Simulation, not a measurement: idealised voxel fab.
Title: Process Module voxel trench capacitor
150 nm wide, 5 nm square cells: that's cross-section cut.
Each cross-section below is a grid of square cells, stated as bands in top-down order, with one or more rows of cells making up each band.
Band: top and bottom heights (nm) first, top before bottom; then materials from left to right, widths in nm. "everywhere" marks a sole material filling the band edge to edge. "air" denotes empty space.
Measure heights from 0. That's the level where, below it, the as-received wafer is all one material. The lowest band is bottomless and extends downward; write it as in "0..down".
Think of "30->40" as a width that walks from the first number to the second as you go down the band, top row to bottom row, taking equal-sized steps from row to row.
"no alteration", as given for a step, is the statement that not any cell of the cross-section underwent a change during that step.
In "Entrapped void list" the enclosed voids are listed, meaning empty spaces of 8 cells or larger without any opening to the top. The form is width x height at distance, distance from the left edge, units nm.
On a step's line, text after the settings is the simulator commenting on that step.
The optional step-line setting "overlay nm" applies to steps with a mask and quantifies how far to the right of its planned location the mask lay, a negative value indicating leftward placement.
So here's the lineup of process steps we planned:
1) RECEIVE (material Si)
2) CONFORMAL_DEP (material SiN; thk nm 5)
3) PATTERN (tone open; mask id TRENCH; material resist; width nm 20; pitch nm 40; thk nm 15; overlay nm 0)
4) DIRECTIONAL_ETCH (etch materials SiN; depth nm 5)
5) DIRECTIONAL_ETCH (etch materials Si; depth nm 35)
6) STRIP (etch materials resist)
7) CONFORMAL_DEP (material SiO2; thk nm 5)
8) FILL_DEP (material polySi; thk nm 5)
9) CMP (height nm 5)
What follows covers the first of two wafers; it ran as planned:
Wafer at receipt (post step 1), cross-section:
* 0..down = Si everywhere
* Entrapped void list: none
Cross-section: wafer state after step 2:
* 5..0 = SiN everywhere
* Under the height 0 nothing was changed.
Cross-section: wafer state after step 3:
* 20..5 = 25 nm resist  20 nm air  20 nm resist  20 nm air  20 nm resist  20 nm air  25 nm resist
* Under the height 5 nothing was changed.
Cross-section: wafer state after step 4:
* 20..5 = 25 nm resist  20 nm air  20 nm resist  20 nm air  20 nm resist  20 nm air  25 nm resist
* 5..0 = 25 nm SiN  20 nm air  20 nm SiN  20 nm air  20 nm SiN  20 nm air  25 nm SiN
* Under the height 0 nothing was changed.
Cross-section: wafer state after step 5:
* 20..5 = 25 nm resist  20 nm air  20 nm resist  20 nm air  20 nm resist  20 nm air  25 nm resist
* 5..0 = 25 nm SiN  20 nm air  20 nm SiN  20 nm air  20 nm SiN  20 nm air  25 nm SiN
* 0..-35 = 25 nm Si  20 nm air  20 nm Si  20 nm air  20 nm Si  20 nm air  25 nm Si
* Under the height -35 nothing was changed.
Cross-section: wafer state after step 6:
* 5..0 = 25 nm SiN  20 nm air  20 nm SiN  20 nm air  20 nm SiN  20 nm air  25 nm SiN
* Under the height 0 nothing was changed.
Cross-section: wafer state after step 7:
* 10..5 = 30 nm SiO2  10 nm air  30 nm SiO2  10 nm air  30 nm SiO2  10 nm air  30 nm SiO2
* 5..0 = 25 nm SiN  5 nm SiO2  10 nm air  5 nm SiO2  20 nm SiN  5 nm SiO2  10 nm air  5 nm SiO2  20 nm SiN  5 nm SiO2  10 nm air  5 nm SiO2  25 nm SiN
* 0..-30 = 25 nm Si  5 nm SiO2  10 nm air  5 nm SiO2  20 nm Si  5 nm SiO2  10 nm air  5 nm SiO2  20 nm Si  5 nm SiO2  10 nm air  5 nm SiO2  25 nm Si
* -30..-35 = 25 nm Si  20 nm SiO2  20 nm Si  20 nm SiO2  20 nm Si  20 nm SiO2  25 nm Si
* Under the height -35 nothing was changed.
Cross-section: wafer state after step 8:
* 15..10 = polySi everywhere
* 10..5 = 30 nm SiO2  10 nm polySi  30 nm SiO2  10 nm polySi  30 nm SiO2  10 nm polySi  30 nm SiO2
* 5..0 = 25 nm SiN  5 nm SiO2  10 nm polySi  5 nm SiO2  20 nm SiN  5 nm SiO2  10 nm polySi  5 nm SiO2  20 nm SiN  5 nm SiO2  10 nm polySi  5 nm SiO2  25 nm SiN
* 0..-30 = 25 nm Si  5 nm SiO2  10 nm polySi  5 nm SiO2  20 nm Si  5 nm SiO2  10 nm polySi  5 nm SiO2  20 nm Si  5 nm SiO2  10 nm polySi  5 nm SiO2  25 nm Si
* Under the height -30 nothing was changed.
Cross-section: wafer state after step 9:
* 5..0 = 25 nm SiN  5 nm SiO2  10 nm polySi  5 nm SiO2  20 nm SiN  5 nm SiO2  10 nm polySi  5 nm SiO2  20 nm SiN  5 nm SiO2  10 nm polySi  5 nm SiO2  25 nm SiN
* Under the height 0 nothing was changed.
The second wafer began exactly as the first did and followed the same plan, but one mistake was made while running it; through step 2 inclusive, the two wafers are identical:
Cross-section, second wafer, at the end time the plan gives for step 3:
* 20..5 = 20 nm resist  20 nm air  20 nm resist  20 nm air  20 nm resist  20 nm air  30 nm resist
* Under the height 5 nothing was changed.
Cross-section, second wafer, at the end time the plan gives for step 4:
* 20..5 = 20 nm resist  20 nm air  20 nm resist  20 nm air  20 nm resist  20 nm air  30 nm resist
* 5..0 = 20 nm SiN  20 nm air  20 nm SiN  20 nm air  20 nm SiN  20 nm air  30 nm SiN
* Under the height 0 nothing was changed.
Cross-section, second wafer, at the end time the plan gives for step 5:
* 20..5 = 20 nm resist  20 nm air  20 nm resist  20 nm air  20 nm resist  20 nm air  30 nm resist
* 5..0 = 20 nm SiN  20 nm air  20 nm SiN  20 nm air  20 nm SiN  20 nm air  30 nm SiN
* 0..-35 = 20 nm Si  20 nm air  20 nm Si  20 nm air  20 nm Si  20 nm air  30 nm Si
* Under the height -35 nothing was changed.
Cross-section, second wafer, at the end time the plan gives for step 6:
* 5..0 = 20 nm SiN  20 nm air  20 nm SiN  20 nm air  20 nm SiN  20 nm air  30 nm SiN
* Under the height 0 nothing was changed.
Cross-section, second wafer, at the end time the plan gives for step 7:
* 10..5 = 25 nm SiO2  10 nm air  30 nm SiO2  10 nm air  30 nm SiO2  10 nm air  35 nm SiO2
* 5..0 = 20 nm SiN  5 nm SiO2  10 nm air  5 nm SiO2  20 nm SiN  5 nm SiO2  10 nm air  5 nm SiO2  20 nm SiN  5 nm SiO2  10 nm air  5 nm SiO2  30 nm SiN
* 0..-30 = 20 nm Si  5 nm SiO2  10 nm air  5 nm SiO2  20 nm Si  5 nm SiO2  10 nm air  5 nm SiO2  20 nm Si  5 nm SiO2  10 nm air  5 nm SiO2  30 nm Si
* -30..-35 = 20 nm Si  20 nm SiO2  20 nm Si  20 nm SiO2  20 nm Si  20 nm SiO2  30 nm Si
* Under the height -35 nothing was changed.
Cross-section, second wafer, at the end time the plan gives for step 8:
* 15..10 = polySi everywhere
* 10..5 = 25 nm SiO2  10 nm polySi  30 nm SiO2  10 nm polySi  30 nm SiO2  10 nm polySi  35 nm SiO2
* 5..0 = 20 nm SiN  5 nm SiO2  10 nm polySi  5 nm SiO2  20 nm SiN  5 nm SiO2  10 nm polySi  5 nm SiO2  20 nm SiN  5 nm SiO2  10 nm polySi  5 nm SiO2  30 nm SiN
* 0..-30 = 20 nm Si  5 nm SiO2  10 nm polySi  5 nm SiO2  20 nm Si  5 nm SiO2  10 nm polySi  5 nm SiO2  20 nm Si  5 nm SiO2  10 nm polySi  5 nm SiO2  30 nm Si
* Under the height -30 nothing was changed.
Cross-section, second wafer, at the end time the plan gives for step 9:
* 5..0 = 20 nm SiN  5 nm SiO2  10 nm polySi  5 nm SiO2  20 nm SiN  5 nm SiO2  10 nm polySi  5 nm SiO2  20 nm SiN  5 nm SiO2  10 nm polySi  5 nm SiO2  30 nm SiN
* Under the height 0 nothing was changed.
In executing the process, a mistake was made relative to the plan: step 3 was processed under conditions differing from the plan, specifically as PATTERN (tone open; mask id TRENCH; material resist; width nm 20; pitch nm 40; thk nm 15; overlay nm -5)
Upon completion, the cell count for each material on the second wafer equals that on the first, whereas the spatial distribution of those cells differs.
